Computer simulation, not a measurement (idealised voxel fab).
The process module presented herein is designated voxel self aligned vias.
Pictured: cross-section cut, 265 nm wide, on a grid of 5 nm square cells.
In what follows, cross-sections appear as grids of square cells, described through bands that run from the top down, where every band is one or more rows of cells.
Basically the band line says how high the top is and how high the bottom is, in nm, and then what's in it from left to right, every material with its width in nm. Empty space shows up as "blank", and if a single material carries "all across" it runs the full band edge to edge.
Zero point of the height axis is 0; under it, received wafer = one material. Lowest band: continues down indefinitely, "from 0 down".
A width given as "30..40" starts at the first number in the band's top row and ends at the second number in its bottom row, shifting by an equal amount at every step from row to row.
"nothing was modified" means the step left every cell of the cross-section as it was.
"Sealed void listing" contains a list of empty spaces, each no smaller than 8 cells and without an open way to the top, written in the form width x height at distance with the distance from the left edge and all three in nm.
Whatever follows a step's settings on its line is a remark the simulator itself makes about that step.
"overlay nm" denotes, for a step that has a mask, the displacement of the mask to the right of its planned place, with negative values corresponding to the left.

**Intended process steps**
1: RECEIVE,material Si
2: CONFORMAL_DEP,material SiO2,thk nm 10
3: CONFORMAL_DEP,material SiCN,thk nm 5
4: DIRECTIONAL_DEP,material SiO2,thk nm 20
5: MASKED_ETCH,tone open,mask id LINES,width nm 20,pitch nm 60,etch materials SiO2,depth nm 20,overlay nm 0
6: CONFORMAL_DEP,material TiN,thk nm 5
7: FILL_DEP,material Ru,thk nm 10
8: CMP,height nm 35
9: SELECTIVE_ETCH,etch materials W Ru TiN,depth nm 10
10: FILL_DEP,material SiN,thk nm 5
11: CMP,height nm 35
12: DIRECTIONAL_DEP,material SiO2,thk nm 20
13: PATTERN,tone open,mask id VIAS,material resist,width nm 30,pitch nm 60,thk nm 20,overlay nm 0
14: DIRECTIONAL_ETCH,etch materials SiO2,depth nm 20
15: DIRECTIONAL_ETCH,etch materials SiN,depth nm 10
16: STRIP,etch materials resist
17: CONFORMAL_DEP,material TiN,thk nm 5
18: FILL_DEP,material Ru,thk nm 10
19: CMP,height nm 55
20: CONFORMAL_DEP,material SiCN,thk nm 5

**Incoming wafer in cross-section (state: after step 1)**
* from 0 down  Si all across
* Sealed void listing: none

**Figure: cross-sectional view of the wafer upon completion of the module, processed from the initial state and according to the plan depicted above, with one error introduced during execution**
* from 60 to 55  SiCN all across
* from 55 to 30  SiO2: 85 / TiN: 5 / Ru: 20 / TiN: 5 / SiO2: 30 / TiN: 5 / Ru: 20 / TiN: 5 / SiO2: 90
* from 30 to 25  SiO2: 85 / TiN: 30 / SiO2: 30 / TiN: 30 / SiO2: 90
* from 25 to 20  SiO2: 85 / TiN: 10 / Ru: 10 / TiN: 10 / SiO2: 30 / TiN: 10 / Ru: 10 / TiN: 10 / SiO2: 90
* from 20 to 15  SiO2: 85 / TiN: 30 / SiO2: 30 / TiN: 30 / SiO2: 90
* from 15 to 10  SiCN all across
* from 10 to 0  SiO2 all across
* from 0 down  Si all across
* Sealed void listing: none
The plan and the run diverged here: step 14 from the plan got run twice
